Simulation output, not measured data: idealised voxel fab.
The following is a process module called voxel ribs on slabs.
Square cell edge 5 nm, section width 300 nm, ID cut.
Heads up, the way a cross-section reads in here is a grid of square cells, handed over as bands from the top down, with every band being one or more rows of cells. Band entry format. Leading values: height of top, height of bottom, nm. Remainder: materials in left-to-right order, each with its width in nm. Special words: "edge to edge" on a single material, which then fills the band edge to edge; "blank", empty space. Measure heights from 0. That's the level where, below it, the as-received wafer is all one material. The lowest band is bottomless and extends downward; write it as in "top 0, no bottom". Per-row width for "30..40": begins at first number (top row of band), ends at second number (bottom row), increment between rows held constant. Key: "nothing was modified" - step with no changed cell in the cross-section. "Sealed internal cavities" means: voids of 8 cells or more that are shut off from the top with no open way through. Written width x height at distance, distance from the left edge, in nm. Read whatever lies past the settings on a step's line as the simulator's own remark about the step. You can add "overlay nm" to a step's line. For a step with a mask, it describes how far the mask lay to the right of its planned position, and a negative number describes a lay to the left.

Below is the list of planned process steps
1) RECEIVE | material Si
2) DIRECTIONAL_DEP | material SiO2 | thk nm 25
3) DIRECTIONAL_DEP | material SiN | thk nm 15
4) PATTERN | tone cover | mask id RIB | material resist | width nm 25 | thk nm 20 | overlay nm 0
5) DIRECTIONAL_ETCH | etch materials SiN | depth nm 5
6) STRIP | etch materials resist
7) PATTERN | tone cover | mask id SLAB | material resist | width nm 85 | thk nm 15 | overlay nm 0
8) DIRECTIONAL_ETCH | etch materials SiN | depth nm 10
9) STRIP | etch materials resist
10) FILL_DEP | material SiO2 | thk nm 25
11) CMP | height nm 60
12) DIRECTIONAL_DEP | material W | thk nm 5
13) PATTERN | tone cover | mask id HEATER | material resist | width nm 35 | thk nm 15 | overlay nm 0
14) DIRECTIONAL_ETCH | etch materials W | depth nm 5
15) STRIP | etch materials resist
16) CONFORMAL_DEP | material SiO2 | thk nm 5

The first of two wafers, run as planned

As-received wafer cross-section (after step 1)
- top 0, no bottom = Si edge to edge
- Sealed internal cavities: none

Take a look at the wafer's cross-section after step 2
- top 25, bottom 0 = SiO2 edge to edge
- Heights below 0 show no change.

Take a look at the wafer's cross-section after step 3
- top 40, bottom 25 = SiN edge to edge
- Heights below 25 show no change.

Take a look at the wafer's cross-section after step 4
- top 60, bottom 40 = 135 nm blank, then 25 nm resist, then 140 nm blank
- Heights below 40 show no change.

Take a look at the wafer's cross-section after step 5
- top 60, bottom 40 = 135 nm blank, then 25 nm resist, then 140 nm blank
- top 40, bottom 35 = 135 nm blank, then 25 nm SiN, then 140 nm blank
- Heights below 35 show no change.

Take a look at the wafer's cross-section after step 6
- top 40, bottom 35 = 135 nm blank, then 25 nm SiN, then 140 nm blank
- Heights below 35 show no change.

Take a look at the wafer's cross-section after step 7
- top 55, bottom 40 = 105 nm blank, then 85 nm resist, then 110 nm blank
- top 40, bottom 35 = 105 nm blank, then 30 nm resist, then 25 nm SiN, then 30 nm resist, then 110 nm blank
- Heights below 35 show no change.

Take a look at the wafer's cross-section after step 8
- top 55, bottom 40 = 105 nm blank, then 85 nm resist, then 110 nm blank
- top 40, bottom 35 = 105 nm blank, then 30 nm resist, then 25 nm SiN, then 30 nm resist, then 110 nm blank
- top 35, bottom 25 = 105 nm blank, then 85 nm SiN, then 110 nm blank
- Heights below 25 show no change.

Take a look at the wafer's cross-section after step 9
- top 40, bottom 35 = 135 nm blank, then 25 nm SiN, then 140 nm blank
- Heights below 35 show no change.

Take a look at the wafer's cross-section after step 10
- top 65, bottom 40 = SiO2 edge to edge
- top 40, bottom 35 = 135 nm SiO2, then 25 nm SiN, then 140 nm SiO2
- top 35, bottom 25 = 105 nm SiO2, then 85 nm SiN, then 110 nm SiO2
- Heights below 25 show no change.

Take a look at the wafer's cross-section after step 11
- top 60, bottom 40 = SiO2 edge to edge
- Heights below 40 show no change.

Take a look at the wafer's cross-section after step 12
- top 65, bottom 60 = W edge to edge
- Heights below 60 show no change.

Take a look at the wafer's cross-section after step 13
- top 80, bottom 65 = 130 nm blank, then 35 nm resist, then 135 nm blank
- Heights below 65 show no change.

Take a look at the wafer's cross-section after step 14
- top 80, bottom 65 = 130 nm blank, then 35 nm resist, then 135 nm blank
- top 65, bottom 60 = 130 nm blank, then 35 nm W, then 135 nm blank
- Heights below 60 show no change.

Take a look at the wafer's cross-section after step 15
- top 65, bottom 60 = 130 nm blank, then 35 nm W, then 135 nm blank
- Heights below 60 show no change.

Take a look at the wafer's cross-section after step 16
- top 70, bottom 65 = 125 nm blank, then 45 nm SiO2, then 130 nm blank
- top 65, bottom 60 = 130 nm SiO2, then 35 nm W, then 135 nm SiO2
- Heights below 60 show no change.

Second Wafer (Identical Start and Plan, One Processing Error; Matches First Wafer Through Step 4)

Cross-sectional view of the second wafer at the intended end time of process step 5
- top 60, bottom 40 = 135 nm blank, then 25 nm resist, then 140 nm blank
- top 40, bottom 25 = 135 nm blank, then 25 nm SiN, then 140 nm blank
- Heights below 25 show no change.

Cross-sectional view of the second wafer at the intended end time of process step 6
- top 40, bottom 25 = 135 nm blank, then 25 nm SiN, then 140 nm blank
- Heights below 25 show no change.

Cross-sectional view of the second wafer at the intended end time of process step 7
- top 55, bottom 40 = 105 nm blank, then 85 nm resist, then 110 nm blank
- top 40, bottom 25 = 105 nm blank, then 30 nm resist, then 25 nm SiN, then 30 nm resist, then 110 nm blank
- Heights below 25 show no change.

Cross-sectional view of the second wafer at the intended end time of process step 8: nothing was modified

Cross-sectional view of the second wafer at the intended end time of process step 9
- top 40, bottom 25 = 135 nm blank, then 25 nm SiN, then 140 nm blank
- Heights below 25 show no change.

Cross-sectional view of the second wafer at the intended end time of process step 10
- top 65, bottom 40 = SiO2 edge to edge
- top 40, bottom 25 = 135 nm SiO2, then 25 nm SiN, then 140 nm SiO2
- Heights below 25 show no change.

Cross-sectional view of the second wafer at the intended end time of process step 11
- top 60, bottom 40 = SiO2 edge to edge
- Heights below 40 show no change.

Cross-sectional view of the second wafer at the intended end time of process step 12
- top 65, bottom 60 = W edge to edge
- Heights below 60 show no change.

Cross-sectional view of the second wafer at the intended end time of process step 13
- top 80, bottom 65 = 130 nm blank, then 35 nm resist, then 135 nm blank
- Heights below 65 show no change.

Cross-sectional view of the second wafer at the intended end time of process step 14
- top 80, bottom 65 = 130 nm blank, then 35 nm resist, then 135 nm blank
- top 65, bottom 60 = 130 nm blank, then 35 nm W, then 135 nm blank
- Heights below 60 show no change.

Cross-sectional view of the second wafer at the intended end time of process step 15
- top 65, bottom 60 = 130 nm blank, then 35 nm W, then 135 nm blank
- Heights below 60 show no change.

Cross-sectional view of the second wafer at the intended end time of process step 16
- top 70, bottom 65 = 125 nm blank, then 45 nm SiO2, then 130 nm blank
- top 65, bottom 60 = 130 nm SiO2, then 35 nm W, then 135 nm SiO2
- Heights below 60 show no change.
Where did the run depart from the plan? step 5 ran with different settings than intended, the actual operation and settings being DIRECTIONAL_ETCH | etch materials SiN | depth nm 15
FYI, end of process, the second wafer has more or fewer cells of some materials than the first: SiN: 24 fewer, SiO2: 24 more
